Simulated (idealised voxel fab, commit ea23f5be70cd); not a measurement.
The following process module bears the name voxel trench capacitor.
In the cross-section labelled cut, the width is 230 nm and each square cell is 5 nm.
A cross-section is a grid of square cells, given in bands from the top down. A band is one or more rows of cells. Band entry format. Leading values: height of top, height of bottom, nm. Remainder: materials in left-to-right order, each with its width in nm. Special words: "throughout" on a single material, which then fills the band edge to edge; "blank", empty space. All heights in this document are referenced to 0, defined as the level beneath which the wafer, as received, consists entirely of one material. The lowest band is not bounded below; it extends indefinitely downward and is written in the form "z 0 and below". So if you see something like "30..40" for the width, read it as the top row of the band sitting at the first number and the bottom row at the second, with every row in between moving by the same amount as the last. "identical to before" -> step changed no cross-section cell. In "Entrapped voids" the enclosed voids are listed, meaning empty spaces of 8 cells or larger without any opening to the top. The form is width x height at distance, distance from the left edge, units nm. It should be noted that, on the line of a given step, the content following the step's settings is a remark produced by the simulator itself with respect to that step. On any step carrying a mask, the "overlay nm" setting, if present on the step's line, tells how far right of its planned place the mask lay; negative values point to the left.

List of planned process steps
1. RECEIVE,material Si
2. CONFORMAL_DEP,material SiN,thk nm 5
3. DIRECTIONAL_DEP,material aC,thk nm 10
4. PATTERN,tone open,mask id TRENCH,material resist,width nm 30,pitch nm 55,thk nm 30,overlay nm -15
5. DIRECTIONAL_ETCH,etch materials aC,depth nm 10
6. STRIP,etch materials resist
7. DIRECTIONAL_ETCH,etch materials SiN,depth nm 5
8. DIRECTIONAL_ETCH,etch materials Si,depth nm 30
9. STRIP,etch materials aC
10. CONFORMAL_DEP,material HfO2,thk nm 5
11. CONFORMAL_DEP,material TiN,thk nm 5
12. FILL_DEP,material W,thk nm 5
13. CMP,height nm 5
Where the wafers of this document differ is in the overlay nm of step 4; they start out the same, and the plan states the value that applied to the first wafer.

Cross-section, first of several wafers, as delivered after step 1
z 0 and below | Si throughout
Entrapped voids: none

At the end of the module, after its last step, step 13, the first of several wafers appears in cross-section as follows
z 5 to 0 | SiN=55 | HfO2=5 | TiN=5 | W=10 | TiN=5 | HfO2=5 | SiN=25 | HfO2=5 | TiN=5 | W=10 | TiN=5 | HfO2=5 | SiN=90
z 0 to -20 | Si=55 | HfO2=5 | TiN=5 | W=10 | TiN=5 | HfO2=5 | Si=25 | HfO2=5 | TiN=5 | W=10 | TiN=5 | HfO2=5 | Si=90
z -20 to -25 | Si=55 | HfO2=5 | TiN=20 | HfO2=5 | Si=25 | HfO2=5 | TiN=20 | HfO2=5 | Si=90
z -25 to -30 | Si=55 | HfO2=30 | Si=25 | HfO2=30 | Si=90
z -30 and below | Si throughout
Entrapped voids: none

Sectional view of the last wafer upon completion of the module
z 5 to 0 | SiN=85 | HfO2=5 | TiN=5 | W=10 | TiN=5 | HfO2=5 | SiN=25 | HfO2=5 | TiN=5 | W=10 | TiN=5 | HfO2=5 | SiN=60
z 0 to -20 | Si=85 | HfO2=5 | TiN=5 | W=10 | TiN=5 | HfO2=5 | Si=25 | HfO2=5 | TiN=5 | W=10 | TiN=5 | HfO2=5 | Si=60
z -20 to -25 | Si=85 | HfO2=5 | TiN=20 | HfO2=5 | Si=25 | HfO2=5 | TiN=20 | HfO2=5 | Si=60
z -25 to -30 | Si=85 | HfO2=30 | Si=25 | HfO2=30 | Si=60
z -30 and below | Si throughout
Entrapped voids: none

wafer rows; end of module; cells per material since receipt: (+) gained, (-) lost; then closed voids
overlay nm -15, +36 HfO2, -72 Si, +34 SiN, +28 TiN, +20 W, Entrapped voids: none
overlay nm -10, +36 HfO2, -72 Si, +34 SiN, +28 TiN, +20 W, Entrapped voids: none
overlay nm -5, +36 HfO2, -72 Si, +34 SiN, +28 TiN, +20 W, Entrapped voids: none
overlay nm 0, +36 HfO2, -72 Si, +34 SiN, +28 TiN, +20 W, Entrapped voids: none
overlay nm 5, +36 HfO2, -72 Si, +34 SiN, +28 TiN, +20 W, Entrapped voids: none
overlay nm 10, +36 HfO2, -72 Si, +34 SiN, +28 TiN, +20 W, Entrapped voids: none
overlay nm 15, +36 HfO2, -72 Si, +34 SiN, +28 TiN, +20 W, Entrapped voids: none
